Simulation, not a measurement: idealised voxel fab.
The process module presented herein is designated voxel lift off.
Shown is cross-section cut, with a width of 265 nm and square cells of size 5 nm.
Notation: cross-section as square-cell grid; stated in bands, top first, going down; one or more cell rows per band. Per band: top height and bottom height in nm, followed by the left-to-right materials and their widths in nm; "all across" marks a single material spanning edge to edge, "empty" marks empty space. Heights from 0 (as-received wafer is one material below). Bottom band endless downward, as "0..down". Per-row width for "30..40": begins at first number (top row of band), ends at second number (bottom row), increment between rows held constant. You'll sometimes find "remained unchanged" written for a step, and that's the way of saying that nowhere in the cross-section did a cell change during that step. So "Completely enclosed voids" is basically the list of trapped voids: any empty space of 8 cells or more that can't reach the top through an opening. They're written width x height at distance, the distance being from the left edge, and it's all nm. Step line, after settings: the simulator's comment on this step. What "overlay nm" on a step's line means: if the step has a mask, that mask lay this far to the right of its planned place, or, when the value is negative, to the left.
-- The planned process steps are enumerated hereunder
1 RECEIVE [material Si]
2 CONFORMAL_DEP [material SiO2] [thk nm 5]
3 PATTERN [tone open] [mask id LINES] [material resist] [width nm 20] [pitch nm 50] [thk nm 30] [overlay nm 0]
4 DIRECTIONAL_DEP [material Ru] [thk nm 15]
5 STRIP [etch materials resist]
6 CONFORMAL_DEP [material SiO2] [thk nm 5]
-- Wafer cross-section on receipt, i.e. after step 1
* 0..down = Si all across
* Completely enclosed voids: none
-- End-of-module cross-section of the first of two wafers, processed as planned
* 25..20 = empty 90 nm  SiO2 30 nm  empty 20 nm  SiO2 30 nm  empty 95 nm
* 20..10 = empty 90 nm  SiO2 5 nm  Ru 20 nm  SiO2 5 nm  empty 20 nm  SiO2 5 nm  Ru 20 nm  SiO2 5 nm  empty 95 nm
* 10..5 = SiO2 95 nm  Ru 20 nm  SiO2 30 nm  Ru 20 nm  SiO2 100 nm
* 5..0 = SiO2 all across
* 0..down = Si all across
* Completely enclosed voids: none
-- Same start, same plan as the first wafer - but one mistake in the run. Cross-section of the second of the two at the end of the module
* 25..20 = SiO2 100 nm  empty 10 nm  SiO2 40 nm  empty 10 nm  SiO2 105 nm
* 20..10 = Ru 95 nm  SiO2 5 nm  empty 10 nm  SiO2 5 nm  Ru 30 nm  SiO2 5 nm  empty 10 nm  SiO2 5 nm  Ru 100 nm
* 10..5 = Ru 95 nm  SiO2 20 nm  Ru 30 nm  SiO2 20 nm  Ru 100 nm
* 5..0 = SiO2 all across
* 0..down = Si all across
* Completely enclosed voids: none
Short version of what went wrong: planned and actual differ for step 3; actual: PATTERN [tone cover] [mask id LINES] [material resist] [width nm 20] [pitch nm 50] [thk nm 30] [overlay nm 0]
Final tally in cells, some materials are higher or lower on the second wafer than on the first: Ru +111
